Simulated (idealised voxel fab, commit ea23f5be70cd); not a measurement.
Process module heading - voxel trench capacitor
Section cut is 185 nm wide and gridded with 5 nm square cells.
A cross-section in this document is a grid of square cells, and it is written down as bands, the top band listed before the ones below it; a band is made up of one or more rows of cells.
Basically the band line says how high the top is and how high the bottom is, in nm, and then what's in it from left to right, every material with its width in nm. Empty space shows up as "empty", and if a single material carries "full width" it runs the full band edge to edge.
We count height from 0. Below that, the starting wafer is all one material. The lowest band never ends at the bottom but goes on down; see "z 0 and below" for how that is written.
Graded width ("30->40"): value in top row of band = first number; value in bottom row = second number; row-to-row change constant.
"no change" means the step left every cell of the cross-section as it was.
Basically, "Sealed-off cavities" tells you about the enclosed voids: empty spaces with no open way to the top, 8 cells or bigger, each written width x height at distance, where distance is from the left edge, all in nm.
The remark found on a step's line after its settings is issued by the simulator itself and pertains to that step.
overlay nm, on a step with a mask: how far to the right of its planned place the mask lay; to the left if negative
## So here's the lineup of process steps we planned
1: RECEIVE | material Si
2: CONFORMAL_DEP | material SiN | thk nm 10
3: DIRECTIONAL_DEP | material aC | thk nm 15
4: PATTERN | tone open | mask id TRENCH | material resist | width nm 30 | pitch nm 50 | thk nm 35 | overlay nm 0
5: DIRECTIONAL_ETCH | etch materials aC | depth nm 15
6: STRIP | etch materials resist
7: DIRECTIONAL_ETCH | etch materials SiN | depth nm 10
8: DIRECTIONAL_ETCH | etch materials Si | depth nm 25
9: STRIP | etch materials aC
10: CONFORMAL_DEP | material Al2O3 | thk nm 5
11: CONFORMAL_DEP | material TiN | thk nm 5
12: FILL_DEP | material W | thk nm 5
13: CMP | height nm 10
## Received-state cross-section, reflecting completion of step 1
* z 0 and below = Si full width
* Sealed-off cavities: none
## Same starting wafer, same plan as above, one mistake in the execution; this is the cross-section at the end of the module
* z 10 to 0 = 55 of SiN, 5 of TiN, 10 of W, 5 of TiN, 30 of SiN, 5 of TiN, 10 of W, 5 of TiN, 60 of SiN
* z 0 to -15 = 50 of Si, 5 of SiN, 5 of TiN, 10 of W, 5 of TiN, 5 of SiN, 20 of Si, 5 of SiN, 5 of TiN, 10 of W, 5 of TiN, 5 of SiN, 55 of Si
* z -15 to -20 = 50 of Si, 5 of SiN, 20 of TiN, 5 of SiN, 20 of Si, 5 of SiN, 20 of TiN, 5 of SiN, 55 of Si
* z -20 to -25 = 50 of Si, 30 of SiN, 20 of Si, 30 of SiN, 55 of Si
* z -25 and below = Si full width
* Sealed-off cavities: none
Against the plan, the run slipped here: step 10 off recipe, ran as CONFORMAL_DEP | material SiN | thk nm 5
